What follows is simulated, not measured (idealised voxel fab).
Module name: voxel ribs on slabs (process module)
The figure presents cross-section cut, which has a width of 145 nm and is divided into square cells with an edge length of 5 nm.
Just so we're on the same page, the cross-sections are grids of square cells, and they're listed out in bands top to bottom, each band one or more rows deep.
Look at the band entry: it leads with the top's height and the bottom's height in nm. Then it lists the materials left to right, with a width in nm for each. The word "edge to edge" on a single material says that material fills the band edge to edge. The word "air" is empty space.
Basically, 0 is our baseline, since under it the wafer straight out of the box is all one material. The bottom band has no lower end and keeps on going down, so it looks like "0 -> down".
Quick explanation for "30 to 40": the width changes in equal steps down the rows of cells, from the first number in the band's top row to the second number in its bottom row.
"no modification" (step): cross-section cells unchanged, all of them.
Look at "Enclosed voids" for the closed voids: empty spaces with no open path to the top, sized 8 cells or up. Each is width x height at distance, distance from the left edge, all nm.
Text after the settings on a step's line: the simulator's own remark on that step.
A step's line can hold "overlay nm"; with a mask on that step, the setting says how far right of the planned place the mask lay, while a negative setting says it lay to the left.

Listed below are the process steps as planned
| 1 | RECEIVE [material Si] |
| 2 | DIRECTIONAL_DEP [material SiO2] [thk nm 25] |
| 3 | DIRECTIONAL_DEP [material polySi] [thk nm 20] |
| 4 | DIRECTIONAL_DEP [material aC] [thk nm 10] |
| 5 | PATTERN [tone cover] [mask id RIB] [material resist] [width nm 20] [thk nm 25] [overlay nm 0] |
| 6 | DIRECTIONAL_ETCH [etch materials aC] [depth nm 10] |
| 7 | STRIP [etch materials resist] |
| 8 | DIRECTIONAL_ETCH [etch materials polySi] [depth nm 15] |
| 9 | STRIP [etch materials aC] |
| 10 | DIRECTIONAL_DEP [material aC] [thk nm 15] |
| 11 | PATTERN [tone cover] [mask id SLAB] [material resist] [width nm 60] [thk nm 30] [overlay nm 0] |
| 12 | DIRECTIONAL_ETCH [etch materials aC] [depth nm 15] |
| 13 | STRIP [etch materials resist] |
| 14 | DIRECTIONAL_ETCH [etch materials polySi] [depth nm 5] |
| 15 | STRIP [etch materials aC] |
| 16 | FILL_DEP [material SiO2] [thk nm 20] |
| 17 | CMP [height nm 55] |
| 18 | DIRECTIONAL_DEP [material TiN] [thk nm 10] |
| 19 | PATTERN [tone cover] [mask id HEATER] [material resist] [width nm 30] [thk nm 20] [overlay nm 0] |
| 20 | DIRECTIONAL_ETCH [etch materials TiN] [depth nm 10] |
| 21 | STRIP [etch materials resist] |
| 22 | CONFORMAL_DEP [material SiO2] [thk nm 10] |

Cross-sectional view of the wafer in its as-received condition, corresponding to the state after step 1
* 0 -> down: Si edge to edge
* Enclosed voids: none

Figure: cross-sectional view of the wafer upon completion of the module, processed from the initial state and according to the plan depicted above, with one error introduced during execution
* 75 -> 65: air=45 / SiO2=50 / air=50
* 65 -> 55: SiO2=55 / TiN=30 / SiO2=60
* 55 -> 45: SiO2 edge to edge
* 45 -> 30: SiO2=60 / polySi=25 / SiO2=60
* 30 -> 25: SiO2=40 / polySi=60 / SiO2=45
* 25 -> 0: SiO2 edge to edge
* 0 -> down: Si edge to edge
* Enclosed voids: none
So what did we get wrong on this run? step 5 ran with different settings than intended, the actual operation and settings being PATTERN [tone cover] [mask id RIB] [material resist] [width nm 25] [thk nm 25] [overlay nm 0]
